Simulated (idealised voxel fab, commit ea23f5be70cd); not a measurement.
Process module, titled voxel transistor to metal
Each square cell in cross-section cut measures 5 nm, and the section as a whole is 205 nm wide.
Format of a cross-section: grid, square cells. Given as bands. Order: top down. Band: one or more rows of cells. In this notation a band is specified by the heights of its top and bottom, in that order and in nm, after which its materials appear from left to right, each paired with its width in nm. The word "full width" attached to a single material means that material fills the band from edge to edge; the word "empty" stands for empty space. Height reference: 0 = level under which incoming wafer is all one material. Lowest band: no bottom, runs on downward, e.g. "0 nm and below". A width given as "30->40" starts at the first number in the band's top row and ends at the second number in its bottom row, shifting by an equal amount at every step from row to row. The designation "no modification", where it is given for a processing step, indicates that no cell of the cross-section was altered in the course of that step. Any empty space of 8 cells or more lacking an open way to the top shows up in "Closed internal voids" as width x height at distance, distance from the left edge, in nm. Read whatever lies past the settings on a step's line as the simulator's own remark about the step. The setting "overlay nm" may be written on the line of a step. When the step uses a mask, the value reports how far to the right of the planned place the mask lay, and a negative value reports that it lay to the left.
# The steps planned for the process are as follows
1) RECEIVE: material Si
2) CONFORMAL_DEP: material SiO2, thk nm 5
3) CONFORMAL_DEP: material SiN, thk nm 10
4) DIRECTIONAL_DEP: material aC, thk nm 15
5) PATTERN: tone cover, mask id ACTIVE, material resist, width nm 110, thk nm 35, overlay nm 0
6) DIRECTIONAL_ETCH: etch materials aC, depth nm 15
7) STRIP: etch materials resist
8) DIRECTIONAL_ETCH: etch materials SiN, depth nm 10
9) DIRECTIONAL_ETCH: etch materials SiO2, depth nm 5
10) DIRECTIONAL_ETCH: etch materials Si, depth nm 35
11) STRIP: etch materials aC
12) OXIDIZE: depth nm 5
13) FILL_DEP: material SiO2, thk nm 10
14) CMP: height nm 15
15) SELECTIVE_ETCH: etch materials SiO2, depth nm 10
16) STRIP: etch materials SiN
17) SELECTIVE_ETCH: etch materials SiO2, depth nm 5
18) OXIDIZE: depth nm 5
19) DIRECTIONAL_DEP: material polySi, thk nm 25
20) DIRECTIONAL_DEP: material SiCN, thk nm 10
21) DIRECTIONAL_DEP: material aC, thk nm 10
22) PATTERN: tone cover, mask id GATE, material resist, width nm 20, thk nm 25, overlay nm 0
23) DIRECTIONAL_ETCH: etch materials aC, depth nm 10
24) STRIP: etch materials resist
25) DIRECTIONAL_ETCH: etch materials SiCN, depth nm 20
26) DIRECTIONAL_ETCH: etch materials polySi, depth nm 35
27) STRIP: etch materials aC
28) CONFORMAL_DEP: material SiO2, thk nm 5
29) DIRECTIONAL_ETCH: etch materials SiO2, depth nm 5
30) CONFORMAL_DEP: material SiN, thk nm 10
31) DIRECTIONAL_ETCH: etch materials SiN, depth nm 10
32) DIRECTIONAL_ETCH: etch materials SiO2, depth nm 5
33) EPI: material pSi, thk nm 5
34) FILL_DEP: material SiO2, thk nm 10
35) CMP: height nm 35
36) DIRECTIONAL_DEP: material SiO2, thk nm 15
37) MASKED_ETCH: tone open, mask id CONTACT, width nm 30, pitch nm 60, etch materials SiO2, depth nm 50, overlay nm 0
38) CONFORMAL_DEP: material TiN, thk nm 5
39) FILL_DEP: material Ru, thk nm 5
40) CMP: height nm 50
41) CONFORMAL_DEP: material SiCN, thk nm 5
42) DIRECTIONAL_DEP: material SiO2, thk nm 15
43) MASKED_ETCH: tone open, mask id METAL_1, width nm 15, pitch nm 75, etch materials SiO2, depth nm 15, overlay nm 0
44) MASKED_ETCH: tone open, mask id METAL_1, width nm 15, pitch nm 75, etch materials SiCN, depth nm 5, overlay nm 0
45) CONFORMAL_DEP: material TiN, thk nm 5
46) FILL_DEP: material Ru, thk nm 10
47) CMP: height nm 70
48) CONFORMAL_DEP: material SiCN, thk nm 5
49) DIRECTIONAL_DEP: material SiO2, thk nm 30
50) PATTERN: tone open, mask id METAL_2, material resist, width nm 15, pitch nm 75, thk nm 15, overlay nm 0
51) DIRECTIONAL_ETCH: etch materials SiO2, depth nm 20
52) STRIP: etch materials resist
53) MASKED_ETCH: tone open, mask id METAL_2_HOLES, width nm 15, pitch nm 75, etch materials SiO2, depth nm 10, overlay nm 0
54) MASKED_ETCH: tone open, mask id METAL_2_HOLES, width nm 15, pitch nm 75, etch materials SiCN, depth nm 5, overlay nm 0
55) CONFORMAL_DEP: material TiN, thk nm 5
56) FILL_DEP: material Ru, thk nm 10
57) CMP: height nm 105
58) CONFORMAL_DEP: material SiCN, thk nm 5
# Of two wafers, the first: run according to plan
# Wafer as received: cross-section following step 1
- 0 nm and below: Si full width
- Closed internal voids: none
# Presented here is a cross-section of the wafer after step 2 has been performed
- 5 nm to 0 nm: SiO2 full width
- Under 0: no change, same as before.
# Presented here is a cross-section of the wafer after step 3 has been performed
- 15 nm to 5 nm: SiN full width
- Under 5: no change, same as before.
# Presented here is a cross-section of the wafer after step 4 has been performed
- 30 nm to 15 nm: aC full width
- Under 15: no change, same as before.
# Presented here is a cross-section of the wafer after step 5 has been performed
- 65 nm to 30 nm: empty=45 | resist=110 | empty=50
- Under 30: no change, same as before.
# Presented here is a cross-section of the wafer after step 6 has been performed
- 50 nm to 30 nm: empty=45 | resist=110 | empty=50
- 30 nm to 15 nm: empty=45 | aC=110 | empty=50
- Under 15: no change, same as before.
# Presented here is a cross-section of the wafer after step 7 has been performed
- 30 nm to 15 nm: empty=45 | aC=110 | empty=50
- Under 15: no change, same as before.
# Presented here is a cross-section of the wafer after step 8 has been performed
- 30 nm to 15 nm: empty=45 | aC=110 | empty=50
- 15 nm to 5 nm: empty=45 | SiN=110 | empty=50
- Under 5: no change, same as before.
# Presented here is a cross-section of the wafer after step 9 has been performed
- 30 nm to 15 nm: empty=45 | aC=110 | empty=50
- 15 nm to 5 nm: empty=45 | SiN=110 | empty=50
- 5 nm to 0 nm: empty=45 | SiO2=110 | empty=50
- Under 0: no change, same as before.
# Presented here is a cross-section of the wafer after step 10 has been performed
- 30 nm to 15 nm: empty=45 | aC=110 | empty=50
- 15 nm to 5 nm: empty=45 | SiN=110 | empty=50
- 5 nm to 0 nm: empty=45 | SiO2=110 | empty=50
- 0 nm to -35 nm: empty=45 | Si=110 | empty=50
- Under -35: no change, same as before.
# Presented here is a cross-section of the wafer after step 11 has been performed
- 15 nm to 5 nm: empty=45 | SiN=110 | empty=50
- Under 5: no change, same as before.
# Presented here is a cross-section of the wafer after step 12 has been performed
- 15 nm to 5 nm: empty=45 | SiN=110 | empty=50
- 5 nm to 0 nm: empty=45 | SiO2=110 | empty=50
- 0 nm to -35 nm: empty=45 | SiO2=5 | Si=100 | SiO2=5 | empty=50
- -35 nm to -40 nm: SiO2=50 | Si=100 | SiO2=55
- Under -40: no change, same as before.
# Presented here is a cross-section of the wafer after step 13 has been performed
- 25 nm to 15 nm: SiO2 full width
- 15 nm to 5 nm: SiO2=45 | SiN=110 | SiO2=50
- 5 nm to 0 nm: SiO2 full width
- 0 nm to -40 nm: SiO2=50 | Si=100 | SiO2=55
- Under -40: no change, same as before.
# Presented here is a cross-section of the wafer after step 14 has been performed
- 15 nm to 5 nm: SiO2=45 | SiN=110 | SiO2=50
- Under 5: no change, same as before.
# Presented here is a cross-section of the wafer after step 15 has been performed
- 15 nm to 5 nm: empty=45 | SiN=110 | empty=50
- Under 5: no change, same as before.
# Presented here is a cross-section of the wafer after step 16 has been performed
- 5 nm to 0 nm: SiO2 full width
- Under 0: no change, same as before.
# Presented here is a cross-section of the wafer after step 17 has been performed
- 0 nm to -40 nm: SiO2=50 | Si=100 | SiO2=55
- Under -40: no change, same as before.
# Presented here is a cross-section of the wafer after step 18 has been performed
- 0 nm to -5 nm: SiO2 full width
- Under -5: no change, same as before.
# Presented here is a cross-section of the wafer after step 19 has been performed
- 25 nm to 0 nm: polySi full width
- Under 0: no change, same as before.
# Presented here is a cross-section of the wafer after step 20 has been performed
- 35 nm to 25 nm: SiCN full width
- Under 25: no change, same as before.
# Presented here is a cross-section of the wafer after step 21 has been performed
- 45 nm to 35 nm: aC full width
- Under 35: no change, same as before.
# Presented here is a cross-section of the wafer after step 22 has been performed
- 70 nm to 45 nm: empty=90 | resist=20 | empty=95
- Under 45: no change, same as before.
# Presented here is a cross-section of the wafer after step 23 has been performed
- 60 nm to 45 nm: empty=90 | resist=20 | empty=95
- 45 nm to 35 nm: empty=90 | aC=20 | empty=95
- Under 35: no change, same as before.
# Presented here is a cross-section of the wafer after step 24 has been performed
- 45 nm to 35 nm: empty=90 | aC=20 | empty=95
- Under 35: no change, same as before.
# Presented here is a cross-section of the wafer after step 25 has been performed
- 45 nm to 35 nm: empty=90 | aC=20 | empty=95
- 35 nm to 25 nm: empty=90 | SiCN=20 | empty=95
- Under 25: no change, same as before.
# Presented here is a cross-section of the wafer after step 26 has been performed
- 45 nm to 35 nm: empty=90 | aC=20 | empty=95
- 35 nm to 25 nm: empty=90 | SiCN=20 | empty=95
- 25 nm to 0 nm: empty=90 | polySi=20 | empty=95
- Under 0: no change, same as before.
# Presented here is a cross-section of the wafer after step 27 has been performed
- 35 nm to 25 nm: empty=90 | SiCN=20 | empty=95
- Under 25: no change, same as before.
# Presented here is a cross-section of the wafer after step 28 has been performed
- 40 nm to 35 nm: empty=85 | SiO2=30 | empty=90
- 35 nm to 25 nm: empty=85 | SiO2=5 | SiCN=20 | SiO2=5 | empty=90
- 25 nm to 5 nm: empty=85 | SiO2=5 | polySi=20 | SiO2=5 | empty=90
- 5 nm to 0 nm: SiO2=90 | polySi=20 | SiO2=95
- Under 0: no change, same as before.
# Presented here is a cross-section of the wafer after step 29 has been performed
- 35 nm to 25 nm: empty=85 | SiO2=5 | SiCN=20 | SiO2=5 | empty=90
- 25 nm to 0 nm: empty=85 | SiO2=5 | polySi=20 | SiO2=5 | empty=90
- Under 0: no change, same as before.
# Presented here is a cross-section of the wafer after step 30 has been performed
- 45 nm to 35 nm: empty=75 | SiN=50 | empty=80
- 35 nm to 25 nm: empty=75 | SiN=10 | SiO2=5 | SiCN=20 | SiO2=5 | SiN=10 | empty=80
- 25 nm to 10 nm: empty=75 | SiN=10 | SiO2=5 | polySi=20 | SiO2=5 | SiN=10 | empty=80
- 10 nm to 0 nm: SiN=85 | SiO2=5 | polySi=20 | SiO2=5 | SiN=90
- Under 0: no change, same as before.
# Presented here is a cross-section of the wafer after step 31 has been performed
- 35 nm to 25 nm: empty=75 | SiN=10 | SiO2=5 | SiCN=20 | SiO2=5 | SiN=10 | empty=80
- 25 nm to 0 nm: empty=75 | SiN=10 | SiO2=5 | polySi=20 | SiO2=5 | SiN=10 | empty=80
- Under 0: no change, same as before.
# Presented here is a cross-section of the wafer after step 32 has been performed
- 35 nm to 30 nm: empty=75 | SiN=10 | empty=5 | SiCN=20 | empty=5 | SiN=10 | empty=80
- 30 nm to 25 nm: empty=75 | SiN=10 | SiO2=5 | SiCN=20 | SiO2=5 | SiN=10 | empty=80
- 25 nm to 0 nm: empty=75 | SiN=10 | SiO2=5 | polySi=20 | SiO2=5 | SiN=10 | empty=80
- 0 nm to -5 nm: empty=75 | SiO2=50 | empty=80
- Under -5: no change, same as before.
# Presented here is a cross-section of the wafer after step 33 has been performed
- 35 nm to 30 nm: empty=75 | SiN=10 | empty=5 | SiCN=20 | empty=5 | SiN=10 | empty=80
- 30 nm to 25 nm: empty=75 | SiN=10 | SiO2=5 | SiCN=20 | SiO2=5 | SiN=10 | empty=80
- 25 nm to 0 nm: empty=75 | SiN=10 | SiO2=5 | polySi=20 | SiO2=5 | SiN=10 | empty=80
- 0 nm to -5 nm: empty=45 | pSi=30 | SiO2=50 | pSi=30 | empty=50
- Under -5: no change, same as before.
# Presented here is a cross-section of the wafer after step 34 has been performed
- 45 nm to 35 nm: SiO2 full width
- 35 nm to 25 nm: SiO2=75 | SiN=10 | SiO2=5 | SiCN=20 | SiO2=5 | SiN=10 | SiO2=80
- 25 nm to 0 nm: SiO2=75 | SiN=10 | SiO2=5 | polySi=20 | SiO2=5 | SiN=10 | SiO2=80
- 0 nm to -5 nm: SiO2=45 | pSi=30 | SiO2=50 | pSi=30 | SiO2=50
- Under -5: no change, same as before.
# Presented here is a cross-section of the wafer after step 35 has been performed
- 35 nm to 25 nm: SiO2=75 | SiN=10 | SiO2=5 | SiCN=20 | SiO2=5 | SiN=10 | SiO2=80
- Under 25: no change, same as before.
# Presented here is a cross-section of the wafer after step 36 has been performed
- 50 nm to 35 nm: SiO2 full width
- Under 35: no change, same as before.
# Presented here is a cross-section of the wafer after step 37 has been performed
- 50 nm to 35 nm: SiO2=55 | empty=30 | SiO2=30 | empty=30 | SiO2=60
- 35 nm to 25 nm: SiO2=55 | empty=20 | SiN=10 | SiO2=5 | SiCN=20 | SiO2=5 | SiN=10 | empty=20 | SiO2=60
- 25 nm to 0 nm: SiO2=55 | empty=20 | SiN=10 | SiO2=5 | polySi=20 | SiO2=5 | SiN=10 | empty=20 | SiO2=60
- Under 0: no change, same as before.
# Presented here is a cross-section of the wafer after step 38 has been performed
- 55 nm to 50 nm: TiN=60 | empty=20 | TiN=40 | empty=20 | TiN=65
- 50 nm to 40 nm: SiO2=55 | TiN=5 | empty=20 | TiN=5 | SiO2=30 | TiN=5 | empty=20 | TiN=5 | SiO2=60
- 40 nm to 35 nm: SiO2=55 | TiN=5 | empty=10 | TiN=15 | SiO2=30 | TiN=15 | empty=10 | TiN=5 | SiO2=60
- 35 nm to 25 nm: SiO2=55 | TiN=5 | empty=10 | TiN=5 | SiN=10 | SiO2=5 | SiCN=20 | SiO2=5 | SiN=10 | TiN=5 | empty=10 | TiN=5 | SiO2=60
- 25 nm to 5 nm: SiO2=55 | TiN=5 | empty=10 | TiN=5 | SiN=10 | SiO2=5 | polySi=20 | SiO2=5 | SiN=10 | TiN=5 | empty=10 | TiN=5 | SiO2=60
- 5 nm to 0 nm: SiO2=55 | TiN=20 | SiN=10 | SiO2=5 | polySi=20 | SiO2=5 | SiN=10 | TiN=20 | SiO2=60
- Under 0: no change, same as before.
# Presented here is a cross-section of the wafer after step 39 has been performed
- 60 nm to 55 nm: Ru full width
- 55 nm to 50 nm: TiN=60 | Ru=20 | TiN=40 | Ru=20 | TiN=65
- 50 nm to 40 nm: SiO2=55 | TiN=5 | Ru=20 | TiN=5 | SiO2=30 | TiN=5 | Ru=20 | TiN=5 | SiO2=60
- 40 nm to 35 nm: SiO2=55 | TiN=5 | Ru=10 | TiN=15 | SiO2=30 | TiN=15 | Ru=10 | TiN=5 | SiO2=60
- 35 nm to 25 nm: SiO2=55 | TiN=5 | Ru=10 | TiN=5 | SiN=10 | SiO2=5 | SiCN=20 | SiO2=5 | SiN=10 | TiN=5 | Ru=10 | TiN=5 | SiO2=60
- 25 nm to 5 nm: SiO2=55 | TiN=5 | Ru=10 | TiN=5 | SiN=10 | SiO2=5 | polySi=20 | SiO2=5 | SiN=10 | TiN=5 | Ru=10 | TiN=5 | SiO2=60
- Under 5: no change, same as before.
# Presented here is a cross-section of the wafer after step 40 has been performed
- 50 nm to 40 nm: SiO2=55 | TiN=5 | Ru=20 | TiN=5 | SiO2=30 | TiN=5 | Ru=20 | TiN=5 | SiO2=60
- Under 40: no change, same as before.
# Presented here is a cross-section of the wafer after step 41 has been performed
- 55 nm to 50 nm: SiCN full width
- Under 50: no change, same as before.
# Presented here is a cross-section of the wafer after step 42 has been performed
- 70 nm to 55 nm: SiO2 full width
- Under 55: no change, same as before.
# Presented here is a cross-section of the wafer after step 43 has been performed
- 70 nm to 55 nm: SiO2=55 | empty=15 | SiO2=60 | empty=15 | SiO2=60
- Under 55: no change, same as before.
# Presented here is a cross-section of the wafer after step 44 has been performed
- 70 nm to 55 nm: SiO2=55 | empty=15 | SiO2=60 | empty=15 | SiO2=60
- 55 nm to 50 nm: SiCN=55 | empty=15 | SiCN=60 | empty=15 | SiCN=60
- Under 50: no change, same as before.
# Presented here is a cross-section of the wafer after step 45 has been performed
- 75 nm to 70 nm: TiN=60 | empty=5 | TiN=70 | empty=5 | TiN=65
- 70 nm to 55 nm: SiO2=55 | TiN=5 | empty=5 | TiN=5 | SiO2=60 | TiN=5 | empty=5 | TiN=5 | SiO2=60
- 55 nm to 50 nm: SiCN=55 | TiN=15 | SiCN=60 | TiN=15 | SiCN=60
- Under 50: no change, same as before.
# Presented here is a cross-section of the wafer after step 46 has been performed
- 85 nm to 75 nm: Ru full width
- 75 nm to 70 nm: TiN=60 | Ru=5 | TiN=70 | Ru=5 | TiN=65
- 70 nm to 55 nm: SiO2=55 | TiN=5 | Ru=5 | TiN=5 | SiO2=60 | TiN=5 | Ru=5 | TiN=5 | SiO2=60
- Under 55: no change, same as before.
# Presented here is a cross-section of the wafer after step 47 has been performed
- 70 nm to 55 nm: SiO2=55 | TiN=5 | Ru=5 | TiN=5 | SiO2=60 | TiN=5 | Ru=5 | TiN=5 | SiO2=60
- Under 55: no change, same as before.
# Presented here is a cross-section of the wafer after step 48 has been performed
- 75 nm to 70 nm: SiCN full width
- Under 70: no change, same as before.
# Presented here is a cross-section of the wafer after step 49 has been performed
- 105 nm to 75 nm: SiO2 full width
- Under 75: no change, same as before.
# Presented here is a cross-section of the wafer after step 50 has been performed
- 120 nm to 105 nm: resist=55 | empty=15 | resist=60 | empty=15 | resist=60
- Under 105: no change, same as before.
# Presented here is a cross-section of the wafer after step 51 has been performed
- 120 nm to 105 nm: resist=55 | empty=15 | resist=60 | empty=15 | resist=60
- 105 nm to 85 nm: SiO2=55 | empty=15 | SiO2=60 | empty=15 | SiO2=60
- Under 85: no change, same as before.
# Presented here is a cross-section of the wafer after step 52 has been performed
- 105 nm to 85 nm: SiO2=55 | empty=15 | SiO2=60 | empty=15 | SiO2=60
- Under 85: no change, same as before.
# Presented here is a cross-section of the wafer after step 53 has been performed
- 105 nm to 75 nm: SiO2=55 | empty=15 | SiO2=60 | empty=15 | SiO2=60
- Under 75: no change, same as before.
# Presented here is a cross-section of the wafer after step 54 has been performed
- 105 nm to 75 nm: SiO2=55 | empty=15 | SiO2=60 | empty=15 | SiO2=60
- 75 nm to 70 nm: SiCN=55 | empty=15 | SiCN=60 | empty=15 | SiCN=60
- Under 70: no change, same as before.
# Presented here is a cross-section of the wafer after step 55 has been performed
- 110 nm to 105 nm: TiN=60 | empty=5 | TiN=70 | empty=5 | TiN=65
- 105 nm to 75 nm: SiO2=55 | TiN=5 | empty=5 | TiN=5 | SiO2=60 | TiN=5 | empty=5 | TiN=5 | SiO2=60
- 75 nm to 70 nm: SiCN=55 | TiN=15 | SiCN=60 | TiN=15 | SiCN=60
- Under 70: no change, same as before.
# Presented here is a cross-section of the wafer after step 56 has been performed
- 120 nm to 110 nm: Ru full width
- 110 nm to 105 nm: TiN=60 | Ru=5 | TiN=70 | Ru=5 | TiN=65
- 105 nm to 75 nm: SiO2=55 | TiN=5 | Ru=5 | TiN=5 | SiO2=60 | TiN=5 | Ru=5 | TiN=5 | SiO2=60
- Under 75: no change, same as before.
# Presented here is a cross-section of the wafer after step 57 has been performed
- 105 nm to 75 nm: SiO2=55 | TiN=5 | Ru=5 | TiN=5 | SiO2=60 | TiN=5 | Ru=5 | TiN=5 | SiO2=60
- Under 75: no change, same as before.
# Presented here is a cross-section of the wafer after step 58 has been performed
- 110 nm to 105 nm: SiCN full width
- Under 105: no change, same as before.
# Here the second wafer is described. Its start and its plan were those of the first wafer. Its run contained one mistake. Up to and including step 49, it did exactly what the first wafer did
# The second wafer in cross-section, at the planned close of step 50
- 120 nm to 105 nm: resist=50 | empty=15 | resist=60 | empty=15 | resist=65
- Under 105: no change, same as before.
# The second wafer in cross-section, at the planned close of step 51
- 120 nm to 105 nm: resist=50 | empty=15 | resist=60 | empty=15 | resist=65
- 105 nm to 85 nm: SiO2=50 | empty=15 | SiO2=60 | empty=15 | SiO2=65
- Under 85: no change, same as before.
# The second wafer in cross-section, at the planned close of step 52
- 105 nm to 85 nm: SiO2=50 | empty=15 | SiO2=60 | empty=15 | SiO2=65
- Under 85: no change, same as before.
# The second wafer in cross-section, at the planned close of step 53
- 105 nm to 95 nm: SiO2=50 | empty=20 | SiO2=55 | empty=20 | SiO2=60
- 95 nm to 85 nm: SiO2=50 | empty=15 | SiO2=60 | empty=15 | SiO2=65
- 85 nm to 75 nm: SiO2=55 | empty=10 | SiO2=65 | empty=10 | SiO2=65
- Under 75: no change, same as before.
# The second wafer in cross-section, at the planned close of step 54
- 105 nm to 95 nm: SiO2=50 | empty=20 | SiO2=55 | empty=20 | SiO2=60
- 95 nm to 85 nm: SiO2=50 | empty=15 | SiO2=60 | empty=15 | SiO2=65
- 85 nm to 75 nm: SiO2=55 | empty=10 | SiO2=65 | empty=10 | SiO2=65
- 75 nm to 70 nm: SiCN=55 | empty=10 | SiCN=65 | empty=10 | SiCN=65
- Under 70: no change, same as before.
# The second wafer in cross-section, at the planned close of step 55
- 110 nm to 105 nm: TiN=55 | empty=10 | TiN=65 | empty=10 | TiN=65
- 105 nm to 95 nm: SiO2=50 | TiN=5 | empty=10->5 | TiN=5->10 | SiO2=55 | TiN=5 | empty=10->5 | TiN=5->10 | SiO2=60
- 95 nm to 90 nm: SiO2=50 | TiN=5 | empty=5 | TiN=5 | SiO2=60 | TiN=5 | empty=5 | TiN=5 | SiO2=65
- 90 nm to 85 nm: SiO2=50 | TiN=15 | SiO2=60 | TiN=15 | SiO2=65
- 85 nm to 75 nm: SiO2=55 | TiN=10 | SiO2=65 | TiN=10 | SiO2=65
- 75 nm to 70 nm: SiCN=55 | TiN=10 | SiCN=65 | TiN=10 | SiCN=65
- Under 70: no change, same as before.
# The second wafer in cross-section, at the planned close of step 56
- 120 nm to 110 nm: Ru full width
- 110 nm to 105 nm: TiN=55 | Ru=10 | TiN=65 | Ru=10 | TiN=65
- 105 nm to 95 nm: SiO2=50 | TiN=5 | Ru=10->5 | TiN=5->10 | SiO2=55 | TiN=5 | Ru=10->5 | TiN=5->10 | SiO2=60
- 95 nm to 90 nm: SiO2=50 | TiN=5 | Ru=5 | TiN=5 | SiO2=60 | TiN=5 | Ru=5 | TiN=5 | SiO2=65
- Under 90: no change, same as before.
# The second wafer in cross-section, at the planned close of step 57
- 105 nm to 95 nm: SiO2=50 | TiN=5 | Ru=10->5 | TiN=5->10 | SiO2=55 | TiN=5 | Ru=10->5 | TiN=5->10 | SiO2=60
- Under 95: no change, same as before.
# The second wafer in cross-section, at the planned close of step 58
- 110 nm to 105 nm: SiCN full width
- Under 105: no change, same as before.
Want to know what went wrong? step 50, actual vs plan mismatch, actual run PATTERN: tone open, mask id METAL_2, material resist, width nm 15, pitch nm 75, thk nm 15, overlay nm -5
It is noted that, at the conclusion of processing, the second wafer exhibits a higher or lower cell count for certain materials relative to the first: 4 fewer of Ru | 2 more of SiCN | 2 more of TiN
